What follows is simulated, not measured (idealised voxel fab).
Proc. module: voxel capacitor over wiring
FYI the section here is cut, 150 nm wide, cells are 5 nm squares.
Cross-section spec: square-cell grid; bands listed top down; each band is one or more rows. The entry gives the band's vertical extent as a top height and a bottom height in nm, then its horizontal make-up as materials from left to right, each with a width in nm. "empty" stands for empty space; a single material marked "edge to edge" fills the band edge to edge. Height 0 is the level under which the wafer as received is all one material. The lowest band goes on downwards, as in "top 0, no bottom". Think of "30..40" as a width that walks from the first number to the second as you go down the band, top row to bottom row, taking equal-sized steps from row to row. Given "no change" for a step, no cell of the cross-section differs between before and after that step. Listed in "Closed-off voids": every empty space of 8 or more cells without an open way to the top. Form: width x height at distance, the distance being from the left edge, all in nm. after a step's settings: what the simulator itself notes on the step. overlay nm: on a step with a mask, how far right of its planned place the mask lay; negative means left.

# Process steps (planned)
- 1: RECEIVE, material Si
- 2: CONFORMAL_DEP, material SiO2, thk nm 15
- 3: DIRECTIONAL_DEP, material TiN, thk nm 5
- 4: DIRECTIONAL_DEP, material Ru, thk nm 15
- 5: MASKED_ETCH, tone cover, mask id METAL_1, width nm 20, pitch nm 75, etch materials Ru, depth nm 15, overlay nm 0
- 6: MASKED_ETCH, tone cover, mask id METAL_1, width nm 20, pitch nm 75, etch materials TiN, depth nm 5, overlay nm 0
- 7: FILL_DEP, material lowk, thk nm 5
- 8: CMP, height nm 35
- 9: CONFORMAL_DEP, material SiCN, thk nm 5
- 10: DIRECTIONAL_DEP, material SiO2, thk nm 10
- 11: DIRECTIONAL_DEP, material aC, thk nm 10
- 12: PATTERN, tone open, mask id PLUG_1, material resist, width nm 15, thk nm 30, overlay nm 0
- 13: DIRECTIONAL_ETCH, etch materials aC, depth nm 10
- 14: STRIP, etch materials resist
- 15: DIRECTIONAL_ETCH, etch materials SiO2, depth nm 10
- 16: DIRECTIONAL_ETCH, etch materials SiCN, depth nm 5
- 17: STRIP, etch materials aC
- 18: EPI, material Ru, thk nm 10
- 19: EPI, material Ru, thk nm 5
- 20: DIRECTIONAL_DEP, material TiN, thk nm 10
- 21: DIRECTIONAL_DEP, material Al2O3, thk nm 5
- 22: DIRECTIONAL_DEP, material TiN, thk nm 5
- 23: DIRECTIONAL_DEP, material aC, thk nm 10
- 24: PATTERN, tone cover, mask id UPPER_PLATE, material resist, width nm 60, thk nm 25, overlay nm 0
- 25: DIRECTIONAL_ETCH, etch materials aC, depth nm 10
- 26: STRIP, etch materials resist
- 27: DIRECTIONAL_ETCH, etch materials TiN, depth nm 5
- 28: DIRECTIONAL_ETCH, etch materials Al2O3, depth nm 5
- 29: STRIP, etch materials aC
- 30: DIRECTIONAL_DEP, material aC, thk nm 15
- 31: PATTERN, tone cover, mask id LOWER_PLATE, material resist, width nm 70, thk nm 30, overlay nm 0
- 32: DIRECTIONAL_ETCH, etch materials aC, depth nm 15
- 33: STRIP, etch materials resist
- 34: DIRECTIONAL_ETCH, etch materials TiN, depth nm 10
- 35: STRIP, etch materials aC
- 36: FILL_DEP, material SiO2, thk nm 20
- 37: CMP, height nm 85
- 38: MASKED_ETCH, tone open, mask id PLUG_2, width nm 15, etch materials SiO2, depth nm 15, overlay nm 0
- 39: CONFORMAL_DEP, material TiN, thk nm 5
- 40: FILL_DEP, material W, thk nm 10
- 41: CMP, height nm 85
- 42: CONFORMAL_DEP, material SiN, thk nm 5

# First of two wafers: run as planned

# Cross-sectional view of the wafer in its as-received condition, corresponding to the state after step 1
  top 0, no bottom | Si edge to edge
  Closed-off voids: none

# Sectional view: wafer, after step 2
  top 15, bottom 0 | SiO2 edge to edge
  Below 0, the layers are the same as they were.

# Sectional view: wafer, after step 3
  top 20, bottom 15 | TiN edge to edge
  Below 15, the layers are the same as they were.

# Sectional view: wafer, after step 4
  top 35, bottom 20 | Ru edge to edge
  Below 20, the layers are the same as they were.

# Sectional view: wafer, after step 5
  top 35, bottom 20 | 25 of empty; 20 of Ru; 55 of empty; 20 of Ru; 30 of empty
  Below 20, the layers are the same as they were.

# Sectional view: wafer, after step 6
  top 35, bottom 20 | 25 of empty; 20 of Ru; 55 of empty; 20 of Ru; 30 of empty
  top 20, bottom 15 | 25 of empty; 20 of TiN; 55 of empty; 20 of TiN; 30 of empty
  Below 15, the layers are the same as they were.

# Sectional view: wafer, after step 7
  top 40, bottom 35 | lowk edge to edge
  top 35, bottom 20 | 25 of lowk; 20 of Ru; 55 of lowk; 20 of Ru; 30 of lowk
  top 20, bottom 15 | 25 of lowk; 20 of TiN; 55 of lowk; 20 of TiN; 30 of lowk
  Below 15, the layers are the same as they were.

# Sectional view: wafer, after step 8
  top 35, bottom 20 | 25 of lowk; 20 of Ru; 55 of lowk; 20 of Ru; 30 of lowk
  Below 20, the layers are the same as they were.

# Sectional view: wafer, after step 9
  top 40, bottom 35 | SiCN edge to edge
  Below 35, the layers are the same as they were.

# Sectional view: wafer, after step 10
  top 50, bottom 40 | SiO2 edge to edge
  Below 40, the layers are the same as they were.

# Sectional view: wafer, after step 11
  top 60, bottom 50 | aC edge to edge
  Below 50, the layers are the same as they were.

# Sectional view: wafer, after step 12
  top 90, bottom 60 | 30 of resist; 15 of empty; 105 of resist
  Below 60, the layers are the same as they were.

# Sectional view: wafer, after step 13
  top 80, bottom 60 | 30 of resist; 15 of empty; 105 of resist
  top 60, bottom 50 | 30 of aC; 15 of empty; 105 of aC
  Below 50, the layers are the same as they were.

# Sectional view: wafer, after step 14
  top 60, bottom 50 | 30 of aC; 15 of empty; 105 of aC
  Below 50, the layers are the same as they were.

# Sectional view: wafer, after step 15
  top 60, bottom 50 | 30 of aC; 15 of empty; 105 of aC
  top 50, bottom 40 | 30 of SiO2; 15 of empty; 105 of SiO2
  Below 40, the layers are the same as they were.

# Sectional view: wafer, after step 16
  top 60, bottom 50 | 30 of aC; 15 of empty; 105 of aC
  top 50, bottom 40 | 30 of SiO2; 15 of empty; 105 of SiO2
  top 40, bottom 35 | 30 of SiCN; 15 of empty; 105 of SiCN
  Below 35, the layers are the same as they were.

# Sectional view: wafer, after step 17
  top 50, bottom 40 | 30 of SiO2; 15 of empty; 105 of SiO2
  Below 40, the layers are the same as they were.

# Sectional view: wafer, after step 18
  top 50, bottom 45 | 30 of SiO2; 15 of empty; 105 of SiO2
  top 45, bottom 40 | 30 of SiO2; 15 of Ru; 105 of SiO2
  top 40, bottom 35 | 30 of SiCN; 15 of Ru; 105 of SiCN
  Below 35, the layers are the same as they were.

# Sectional view: wafer, after step 19
  top 50, bottom 40 | 30 of SiO2; 15 of Ru; 105 of SiO2
  Below 40, the layers are the same as they were.

# Sectional view: wafer, after step 20
  top 60, bottom 50 | TiN edge to edge
  Below 50, the layers are the same as they were.

# Sectional view: wafer, after step 21
  top 65, bottom 60 | Al2O3 edge to edge
  Below 60, the layers are the same as they were.

# Sectional view: wafer, after step 22
  top 70, bottom 65 | TiN edge to edge
  Below 65, the layers are the same as they were.

# Sectional view: wafer, after step 23
  top 80, bottom 70 | aC edge to edge
  Below 70, the layers are the same as they were.

# Sectional view: wafer, after step 24
  top 105, bottom 80 | 30 of empty; 60 of resist; 60 of empty
  Below 80, the layers are the same as they were.

# Sectional view: wafer, after step 25
  top 95, bottom 80 | 30 of empty; 60 of resist; 60 of empty
  top 80, bottom 70 | 30 of empty; 60 of aC; 60 of empty
  Below 70, the layers are the same as they were.

# Sectional view: wafer, after step 26
  top 80, bottom 70 | 30 of empty; 60 of aC; 60 of empty
  Below 70, the layers are the same as they were.

# Sectional view: wafer, after step 27
  top 80, bottom 70 | 30 of empty; 60 of aC; 60 of empty
  top 70, bottom 65 | 30 of empty; 60 of TiN; 60 of empty
  Below 65, the layers are the same as they were.

# Sectional view: wafer, after step 28
  top 80, bottom 70 | 30 of empty; 60 of aC; 60 of empty
  top 70, bottom 65 | 30 of empty; 60 of TiN; 60 of empty
  top 65, bottom 60 | 30 of empty; 60 of Al2O3; 60 of empty
  Below 60, the layers are the same as they were.

# Sectional view: wafer, after step 29
  top 70, bottom 65 | 30 of empty; 60 of TiN; 60 of empty
  Below 65, the layers are the same as they were.

# Sectional view: wafer, after step 30
  top 85, bottom 75 | 30 of empty; 60 of aC; 60 of empty
  top 75, bottom 70 | aC edge to edge
  top 70, bottom 65 | 30 of aC; 60 of TiN; 60 of aC
  top 65, bottom 60 | 30 of aC; 60 of Al2O3; 60 of aC
  Below 60, the layers are the same as they were.

# Sectional view: wafer, after step 31
  top 115, bottom 85 | 25 of empty; 70 of resist; 55 of empty
  top 85, bottom 75 | 25 of empty; 5 of resist; 60 of aC; 5 of resist; 55 of empty
  Below 75, the layers are the same as they were.

# Sectional view: wafer, after step 32
  top 100, bottom 85 | 25 of empty; 70 of resist; 55 of empty
  top 85, bottom 75 | 25 of empty; 5 of resist; 60 of aC; 5 of resist; 55 of empty
  top 75, bottom 70 | 25 of empty; 70 of aC; 55 of empty
  top 70, bottom 65 | 25 of empty; 5 of aC; 60 of TiN; 5 of aC; 55 of empty
  top 65, bottom 60 | 25 of empty; 5 of aC; 60 of Al2O3; 5 of aC; 55 of empty
  Below 60, the layers are the same as they were.

# Sectional view: wafer, after step 33
  top 85, bottom 75 | 30 of empty; 60 of aC; 60 of empty
  Below 75, the layers are the same as they were.

# Sectional view: wafer, after step 34
  top 85, bottom 75 | 30 of empty; 60 of aC; 60 of empty
  top 75, bottom 70 | 25 of empty; 70 of aC; 55 of empty
  top 70, bottom 65 | 25 of empty; 5 of aC; 60 of TiN; 5 of aC; 55 of empty
  top 65, bottom 60 | 25 of empty; 5 of aC; 60 of Al2O3; 5 of aC; 55 of empty
  top 60, bottom 50 | 25 of empty; 70 of TiN; 55 of empty
  Below 50, the layers are the same as they were.

# Sectional view: wafer, after step 35
  top 70, bottom 65 | 30 of empty; 60 of TiN; 60 of empty
  top 65, bottom 60 | 30 of empty; 60 of Al2O3; 60 of empty
  Below 60, the layers are the same as they were.

# Sectional view: wafer, after step 36
  top 90, bottom 70 | SiO2 edge to edge
  top 70, bottom 65 | 30 of SiO2; 60 of TiN; 60 of SiO2
  top 65, bottom 60 | 30 of SiO2; 60 of Al2O3; 60 of SiO2
  top 60, bottom 50 | 25 of SiO2; 70 of TiN; 55 of SiO2
  Below 50, the layers are the same as they were.

# Sectional view: wafer, after step 37
  top 85, bottom 70 | SiO2 edge to edge
  Below 70, the layers are the same as they were.

# Sectional view: wafer, after step 38
  top 85, bottom 70 | 40 of SiO2; 15 of empty; 95 of SiO2
  Below 70, the layers are the same as they were.

# Sectional view: wafer, after step 39
  top 90, bottom 85 | 45 of TiN; 5 of empty; 100 of TiN
  top 85, bottom 75 | 40 of SiO2; 5 of TiN; 5 of empty; 5 of TiN; 95 of SiO2
  top 75, bottom 65 | 40..30 of SiO2; 15..60 of TiN; 95..60 of SiO2
  Below 65, the layers are the same as they were.

# Sectional view: wafer, after step 40
  top 100, bottom 90 | W edge to edge
  top 90, bottom 85 | 45 of TiN; 5 of W; 100 of TiN
  top 85, bottom 75 | 40 of SiO2; 5 of TiN; 5 of W; 5 of TiN; 95 of SiO2
  Below 75, the layers are the same as they were.

# Sectional view: wafer, after step 41
  top 85, bottom 75 | 40 of SiO2; 5 of TiN; 5 of W; 5 of TiN; 95 of SiO2
  Below 75, the layers are the same as they were.

# Sectional view: wafer, after step 42
  top 90, bottom 85 | SiN edge to edge
  Below 85, the layers are the same as they were.

# Second wafer - shared start and plan with the first - one error in running - same as the first up to step 19 inclusive

# The second wafer cut through, at the time step 20 was supposed to be finished
  top 55, bottom 50 | Al2O3 edge to edge
  Below 50, the layers are the same as they were.

# The second wafer cut through, at the time step 21 was supposed to be finished
  top 65, bottom 55 | TiN edge to edge
  Below 55, the layers are the same as they were.

# The second wafer cut through, at the time step 22 was supposed to be finished
  top 70, bottom 55 | TiN edge to edge
  Below 55, the layers are the same as they were.

# The second wafer cut through, at the time step 23 was supposed to be finished
  top 80, bottom 70 | aC edge to edge
  Below 70, the layers are the same as they were.

# The second wafer cut through, at the time step 24 was supposed to be finished
  top 105, bottom 80 | 30 of empty; 60 of resist; 60 of empty
  Below 80, the layers are the same as they were.

# The second wafer cut through, at the time step 25 was supposed to be finished
  top 95, bottom 80 | 30 of empty; 60 of resist; 60 of empty
  top 80, bottom 70 | 30 of empty; 60 of aC; 60 of empty
  Below 70, the layers are the same as they were.

# The second wafer cut through, at the time step 26 was supposed to be finished
  top 80, bottom 70 | 30 of empty; 60 of aC; 60 of empty
  Below 70, the layers are the same as they were.

# The second wafer cut through, at the time step 27 was supposed to be finished
  top 80, bottom 70 | 30 of empty; 60 of aC; 60 of empty
  top 70, bottom 65 | 30 of empty; 60 of TiN; 60 of empty
  Below 65, the layers are the same as they were.

The second wafer cut through, at the time step 28 was supposed to be finished: no change

# The second wafer cut through, at the time step 29 was supposed to be finished
  top 70, bottom 65 | 30 of empty; 60 of TiN; 60 of empty
  Below 65, the layers are the same as they were.

# The second wafer cut through, at the time step 30 was supposed to be finished
  top 85, bottom 80 | 30 of empty; 60 of aC; 60 of empty
  top 80, bottom 70 | aC edge to edge
  top 70, bottom 65 | 30 of aC; 60 of TiN; 60 of aC
  Below 65, the layers are the same as they were.

# The second wafer cut through, at the time step 31 was supposed to be finished
  top 115, bottom 85 | 25 of empty; 70 of resist; 55 of empty
  top 85, bottom 80 | 25 of empty; 5 of resist; 60 of aC; 5 of resist; 55 of empty
  Below 80, the layers are the same as they were.

# The second wafer cut through, at the time step 32 was supposed to be finished
  top 100, bottom 85 | 25 of empty; 70 of resist; 55 of empty
  top 85, bottom 80 | 25 of empty; 5 of resist; 60 of aC; 5 of resist; 55 of empty
  top 80, bottom 70 | 25 of empty; 70 of aC; 55 of empty
  top 70, bottom 65 | 25 of empty; 5 of aC; 60 of TiN; 5 of aC; 55 of empty
  Below 65, the layers are the same as they were.

# The second wafer cut through, at the time step 33 was supposed to be finished
  top 85, bottom 80 | 30 of empty; 60 of aC; 60 of empty
  Below 80, the layers are the same as they were.

# The second wafer cut through, at the time step 34 was supposed to be finished
  top 85, bottom 80 | 30 of empty; 60 of aC; 60 of empty
  top 80, bottom 70 | 25 of empty; 70 of aC; 55 of empty
  top 70, bottom 65 | 25 of empty; 5 of aC; 60 of TiN; 5 of aC; 55 of empty
  top 65, bottom 55 | 25 of empty; 70 of TiN; 55 of empty
  Below 55, the layers are the same as they were.

# The second wafer cut through, at the time step 35 was supposed to be finished
  top 70, bottom 65 | 30 of empty; 60 of TiN; 60 of empty
  Below 65, the layers are the same as they were.

# The second wafer cut through, at the time step 36 was supposed to be finished
  top 90, bottom 70 | SiO2 edge to edge
  top 70, bottom 65 | 30 of SiO2; 60 of TiN; 60 of SiO2
  top 65, bottom 55 | 25 of SiO2; 70 of TiN; 55 of SiO2
  Below 55, the layers are the same as they were.

# The second wafer cut through, at the time step 37 was supposed to be finished
  top 85, bottom 70 | SiO2 edge to edge
  Below 70, the layers are the same as they were.

# The second wafer cut through, at the time step 38 was supposed to be finished
  top 85, bottom 70 | 40 of SiO2; 15 of empty; 95 of SiO2
  Below 70, the layers are the same as they were.

# The second wafer cut through, at the time step 39 was supposed to be finished
  top 90, bottom 85 | 45 of TiN; 5 of empty; 100 of TiN
  top 85, bottom 75 | 40 of SiO2; 5 of TiN; 5 of empty; 5 of TiN; 95 of SiO2
  top 75, bottom 65 | 40..30 of SiO2; 15..60 of TiN; 95..60 of SiO2
  Below 65, the layers are the same as they were.

# The second wafer cut through, at the time step 40 was supposed to be finished
  top 100, bottom 90 | W edge to edge
  top 90, bottom 85 | 45 of TiN; 5 of W; 100 of TiN
  top 85, bottom 75 | 40 of SiO2; 5 of TiN; 5 of W; 5 of TiN; 95 of SiO2
  Below 75, the layers are the same as they were.

# The second wafer cut through, at the time step 41 was supposed to be finished
  top 85, bottom 75 | 40 of SiO2; 5 of TiN; 5 of W; 5 of TiN; 95 of SiO2
  Below 75, the layers are the same as they were.

# The second wafer cut through, at the time step 42 was supposed to be finished
  top 90, bottom 85 | SiN edge to edge
  Below 85, the layers are the same as they were.
Short version of what went wrong: step 21 occupied the plan position of step 20, and the converse holds as well
Heads up, by the end the second wafer has more or fewer cells of some materials compared to the first: +18 Al2O3; -18 SiO2
